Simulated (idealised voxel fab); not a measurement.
Process module in this document: voxel transistor to metal
Cross-section cut spans 300 nm and uses square cells 5 nm in size.
Think of the cross-section as a grid of square cells. We describe it in bands, top to bottom, and each band covers one or more rows of those cells. Within each band entry, the heights of the top and of the bottom of the band appear first, in that order and in nm; the materials of the band then follow from left to right, each with its corresponding width in nm. The designation "full width" on a single material indicates that it fills the band from edge to edge; the designation "air" indicates empty space. Ref level 0: as-received wafer is one material below here. Bottom band extends down with no lower bound ("0 nm and below"). Per-row width for "30 to 40": begins at first number (top row of band), ends at second number (bottom row), increment between rows held constant. You'll sometimes find "remained unchanged" written for a step, and that's the way of saying that nowhere in the cross-section did a cell change during that step. This entry, "Unvented voids", enumerates those empty regions of no fewer than 8 cells that possess no open connection to the top. Each region is reported in the form width x height at distance, the distance being taken from the left edge, with all three quantities expressed in nm. Text after the settings on a step's line: the simulator's own remark on that step. "overlay nm", when on a step's line for a step with a mask, measures how far to the right of its planned place the mask lay; a negative measure means to the left.

LIST OF PLANNED PROCESS STEPS
1) RECEIVE [material Si]
2) OXIDIZE [depth nm 5]
3) CONFORMAL_DEP [material SiN] [thk nm 10]
4) MASKED_ETCH [tone cover] [mask id ACTIVE] [width nm 115] [pitch nm 135] [etch materials SiN] [depth nm 10] [overlay nm 0]
5) MASKED_ETCH [tone cover] [mask id ACTIVE] [width nm 115] [pitch nm 135] [etch materials SiO2] [depth nm 5] [overlay nm 0]
6) MASKED_ETCH [tone cover] [mask id ACTIVE] [width nm 115] [pitch nm 135] [etch materials Si] [depth nm 35] [overlay nm 0]
7) OXIDIZE [depth nm 5]
8) FILL_DEP [material SiO2] [thk nm 10]
9) CMP [height nm 10]
10) SELECTIVE_ETCH [etch materials SiO2] [depth nm 5]
11) STRIP [etch materials SiN]
12) SELECTIVE_ETCH [etch materials SiO2] [depth nm 5]
13) OXIDIZE [depth nm 5]
14) DIRECTIONAL_DEP [material polySi] [thk nm 20]
15) DIRECTIONAL_DEP [material SiCN] [thk nm 15]
16) DIRECTIONAL_DEP [material aC] [thk nm 10]
17) PATTERN [tone cover] [mask id GATE] [material resist] [width nm 25] [pitch nm 135] [thk nm 30] [overlay nm 0]
18) DIRECTIONAL_ETCH [etch materials aC] [depth nm 10]
19) STRIP [etch materials resist]
20) DIRECTIONAL_ETCH [etch materials SiCN] [depth nm 25]
21) DIRECTIONAL_ETCH [etch materials polySi] [depth nm 30]
22) STRIP [etch materials aC]
23) CONFORMAL_DEP [material SiO2] [thk nm 5]
24) DIRECTIONAL_ETCH [etch materials SiO2] [depth nm 5]
25) CONFORMAL_DEP [material SiN] [thk nm 5]
26) DIRECTIONAL_ETCH [etch materials SiN] [depth nm 5]
27) DIRECTIONAL_ETCH [etch materials SiO2] [depth nm 5]
28) DIRECTIONAL_ETCH [etch materials Si] [depth nm 10]
29) EPI [material pSi] [thk nm 10]
30) FILL_DEP [material SiO2] [thk nm 5]
31) CMP [height nm 15]
32) STRIP [etch materials polySi]
33) SELECTIVE_ETCH [etch materials SiO2] [depth nm 5]
34) CONFORMAL_DEP [material HfO2] [thk nm 5]
35) CONFORMAL_DEP [material TiN] [thk nm 5]
36) FILL_DEP [material W] [thk nm 10]
37) CMP [height nm 10]
38) DIRECTIONAL_DEP [material SiO2] [thk nm 15]
39) MASKED_ETCH [tone open] [mask id CONTACT] [width nm 15] [etch materials SiO2] [depth nm 35] [overlay nm 0]
40) CONFORMAL_DEP [material TiN] [thk nm 5]
41) FILL_DEP [material Ru] [thk nm 10]
42) CMP [height nm 25]
43) DIRECTIONAL_DEP [material TiN] [thk nm 5]
44) DIRECTIONAL_DEP [material Ru] [thk nm 25]
45) MASKED_ETCH [tone cover] [mask id METAL_1] [width nm 15] [etch materials Ru] [depth nm 25] [overlay nm 0]
46) MASKED_ETCH [tone cover] [mask id METAL_1] [width nm 15] [etch materials TiN] [depth nm 5] [overlay nm 0]
47) FILL_DEP [material lowk] [thk nm 5]
48) CMP [height nm 55]
49) CONFORMAL_DEP [material SiN] [thk nm 5]

SO THIS IS THE INCOMING WAFER IN CROSS-SECTION - IT'S ALREADY BEEN THROUGH STEP 1
	0 nm and below | Si full width
	Unvented voids: none

FIRST OF TWO WAFERS AT THE END OF THE MODULE, SHOWN IN CROSS-SECTION; RUN CARRIED OUT AS PLANNED
	60 nm to 55 nm | SiN full width
	55 nm to 30 nm | 35 of lowk, 15 of Ru, 65 of lowk, 15 of Ru, 40 of lowk, 15 of Ru, 65 of lowk, 15 of Ru, 35 of lowk
	30 nm to 25 nm | 35 of lowk, 15 of TiN, 65 of lowk, 15 of TiN, 40 of lowk, 15 of TiN, 65 of lowk, 15 of TiN, 35 of lowk
	25 nm to 10 nm | 35 of SiO2, 5 of TiN, 5 of Ru, 5 of TiN, 65 of SiO2, 5 of TiN, 5 of Ru, 5 of TiN, 40 of SiO2, 5 of TiN, 5 of Ru, 5 of TiN, 65 of SiO2, 5 of TiN, 5 of Ru, 5 of TiN, 35 of SiO2
	10 nm to 0 nm | 35 of SiO2, 5 of TiN, 5 of Ru, 5 of TiN, 10 of SiO2, 5 of SiN, 5 of HfO2, 5 of TiN, 15 of W, 5 of TiN, 5 of HfO2, 5 of SiN, 10 of SiO2, 5 of TiN, 5 of Ru, 5 of TiN, 40 of SiO2, 5 of TiN, 5 of Ru, 5 of TiN, 10 of SiO2, 5 of SiN, 5 of HfO2, 5 of TiN, 15 of W, 5 of TiN, 5 of HfO2, 5 of SiN, 10 of SiO2, 5 of TiN, 5 of Ru, 5 of TiN, 35 of SiO2
	0 nm to -5 nm | 25 of SiO2, 5 of SiN, 5 of SiO2, 5 of TiN, 5 of Ru, 5 of TiN, 10 of pSi, 5 of SiN, 5 of HfO2, 25 of TiN, 5 of HfO2, 5 of SiN, 10 of pSi, 5 of TiN, 5 of Ru, 5 of TiN, 5 of SiO2, 5 of SiN, 20 of SiO2, 5 of SiN, 5 of SiO2, 5 of TiN, 5 of Ru, 5 of TiN, 10 of pSi, 5 of SiN, 5 of HfO2, 25 of TiN, 5 of HfO2, 5 of SiN, 10 of pSi, 5 of TiN, 5 of Ru, 5 of TiN, 5 of SiO2, 5 of SiN, 25 of SiO2
	-5 nm to -10 nm | 35 of SiO2, 15 of TiN, 10 of pSi, 5 of SiO2, 35 of HfO2, 5 of SiO2, 10 of pSi, 15 of TiN, 40 of SiO2, 15 of TiN, 10 of pSi, 5 of SiO2, 35 of HfO2, 5 of SiO2, 10 of pSi, 15 of TiN, 35 of SiO2
	-10 nm to -20 nm | 30 of SiO2, 30 of pSi, 45 of Si, 30 of pSi, 30 of SiO2, 30 of pSi, 45 of Si, 30 of pSi, 30 of SiO2
	-20 nm to -45 nm | 30 of SiO2, 105 of Si, 30 of SiO2, 105 of Si, 30 of SiO2
	-45 nm and below | Si full width
	Unvented voids: none

CROSS-SECTION AT END OF MODULE FOR THE SECOND WAFER OF TWO, WHICH MATCHED THE FIRST IN STARTING POINT AND PLAN AND DIFFERED BY ONE MISTAKE IN ITS PROCESSING
	60 nm to 55 nm | SiN full width
	55 nm to 30 nm | 35 of lowk, 15 of Ru, 65 of lowk, 15 of Ru, 40 of lowk, 15 of Ru, 65 of lowk, 15 of Ru, 35 of lowk
	30 nm to 25 nm | 35 of lowk, 15 of TiN, 65 of lowk, 15 of TiN, 40 of lowk, 15 of TiN, 65 of lowk, 15 of TiN, 35 of lowk
	25 nm to 10 nm | 35 of SiO2, 5 of TiN, 5 of Ru, 5 of TiN, 65 of SiO2, 5 of TiN, 5 of Ru, 5 of TiN, 40 of SiO2, 5 of TiN, 5 of Ru, 5 of TiN, 65 of SiO2, 5 of TiN, 5 of Ru, 5 of TiN, 35 of SiO2
	10 nm to 0 nm | 35 of SiO2, 5 of TiN, 5 of Ru, 5 of TiN, 10 of SiO2, 5 of SiN, 5 of TiN, 5 of HfO2, 15 of W, 5 of HfO2, 5 of TiN, 5 of SiN, 10 of SiO2, 5 of TiN, 5 of Ru, 5 of TiN, 40 of SiO2, 5 of TiN, 5 of Ru, 5 of TiN, 10 of SiO2, 5 of SiN, 5 of TiN, 5 of HfO2, 15 of W, 5 of HfO2, 5 of TiN, 5 of SiN, 10 of SiO2, 5 of TiN, 5 of Ru, 5 of TiN, 35 of SiO2
	0 nm to -5 nm | 25 of SiO2, 5 of SiN, 5 of SiO2, 5 of TiN, 5 of Ru, 5 of TiN, 10 of pSi, 5 of SiN, 5 of TiN, 25 of HfO2, 5 of TiN, 5 of SiN, 10 of pSi, 5 of TiN, 5 of Ru, 5 of TiN, 5 of SiO2, 5 of SiN, 20 of SiO2, 5 of SiN, 5 of SiO2, 5 of TiN, 5 of Ru, 5 of TiN, 10 of pSi, 5 of SiN, 5 of TiN, 25 of HfO2, 5 of TiN, 5 of SiN, 10 of pSi, 5 of TiN, 5 of Ru, 5 of TiN, 5 of SiO2, 5 of SiN, 25 of SiO2
	-5 nm to -10 nm | 35 of SiO2, 15 of TiN, 10 of pSi, 5 of SiO2, 35 of TiN, 5 of SiO2, 10 of pSi, 15 of TiN, 40 of SiO2, 15 of TiN, 10 of pSi, 5 of SiO2, 35 of TiN, 5 of SiO2, 10 of pSi, 15 of TiN, 35 of SiO2
	-10 nm to -20 nm | 30 of SiO2, 30 of pSi, 45 of Si, 30 of pSi, 30 of SiO2, 30 of pSi, 45 of Si, 30 of pSi, 30 of SiO2
	-20 nm to -45 nm | 30 of SiO2, 105 of Si, 30 of SiO2, 105 of Si, 30 of SiO2
	-45 nm and below | Si full width
	Unvented voids: none
Deviation noted in wafer processing: steps 34 and 35 traded places in the executed sequence
Wrapping up, a cell-based count of both wafers puts the second over or under the first for these materials: -8 HfO2, +8 TiN
